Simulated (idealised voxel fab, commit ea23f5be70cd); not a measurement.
Documented hereafter: the process module known as voxel fin reveal.
Pictured: cross-section cut, 210 nm wide, on a grid of 5 nm square cells.
Square cells in a grid make up a cross-section in this document, and the grid is given as bands, listed from the top down, each one or more rows of cells.
The entry gives the band's vertical extent as a top height and a bottom height in nm, then its horizontal make-up as materials from left to right, each with a width in nm. "blank" stands for empty space; a single material marked "all across" fills the band edge to edge.
Below 0: as-received wafer, all one material; heights counted from there. Lowest band: no bottom, goes on down, written "top 0, no bottom".
Per-row width for "30->40": begins at first number (top row of band), ends at second number (bottom row), increment between rows held constant.
Step marked "everything unchanged"? Then no cell in the cross-section changed in it.
Under "Voids, fully enclosed" you'll find the enclosed gaps, the ones with no way out to the top, that are 8 cells or bigger; each reads width x height at distance, with distance counted from the left edge, everything in nm.
Where a step's line continues beyond its settings, the continuation is a remark by the simulator itself on that step.
What "overlay nm" on a step's line means: if the step has a mask, that mask lay this far to the right of its planned place, or, when the value is negative, to the left.

Below is the list of planned process steps:
1,RECEIVE (material Si)
2,CONFORMAL_DEP (material SiN; thk nm 10)
3,DIRECTIONAL_DEP (material aC; thk nm 15)
4,PATTERN (tone cover; mask id FINS; material resist; width nm 15; pitch nm 40; thk nm 30; overlay nm 0)
5,DIRECTIONAL_ETCH (etch materials aC; depth nm 15)
6,STRIP (etch materials resist)
7,DIRECTIONAL_ETCH (etch materials SiN; depth nm 10)
8,DIRECTIONAL_ETCH (etch materials Si; depth nm 30)
9,STRIP (etch materials aC)
10,FILL_DEP (material SiO2; thk nm 15)
11,CMP (height nm 10)
12,SELECTIVE_ETCH (etch materials SiO2; depth nm 30)
13,STRIP (etch materials SiN)
14,CONFORMAL_DEP (material HfO2; thk nm 5)

Incoming wafer in cross-section (state: after step 1):
* top 0, no bottom = Si all across
* Voids, fully enclosed: none

End-of-module cross-section of the first of two wafers, processed as planned:
* top 5, bottom 0 = blank 70; HfO2 25; blank 15; HfO2 25; blank 75
* top 0, bottom -15 = blank 70; HfO2 5; Si 15; HfO2 5; blank 15; HfO2 5; Si 15; HfO2 5; blank 75
* top -15, bottom -20 = HfO2 75; Si 15; HfO2 25; Si 15; HfO2 80
* top -20, bottom -30 = SiO2 75; Si 15; SiO2 25; Si 15; SiO2 80
* top -30, no bottom = Si all across
* Voids, fully enclosed: none

The second wafer, shown in cross-section after the module: started the same way as the first and given the same plan, yet one mistake crept into how it was run:
* top 5, bottom 0 = blank 60; HfO2 25; blank 15; HfO2 25; blank 85
* top 0, bottom -15 = blank 60; HfO2 5; Si 15; HfO2 5; blank 15; HfO2 5; Si 15; HfO2 5; blank 85
* top -15, bottom -20 = HfO2 65; Si 15; HfO2 25; Si 15; HfO2 90
* top -20, bottom -30 = SiO2 65; Si 15; SiO2 25; Si 15; SiO2 90
* top -30, no bottom = Si all across
* Voids, fully enclosed: none
Nonconformance to the process plan: step 4 ran with different settings than intended, the actual operation and settings being PATTERN (tone cover; mask id FINS; material resist; width nm 15; pitch nm 40; thk nm 30; overlay nm -10)
At the end, each material covers as many cells on the second wafer as it does on the first, though the cells it covers are elsewhere.
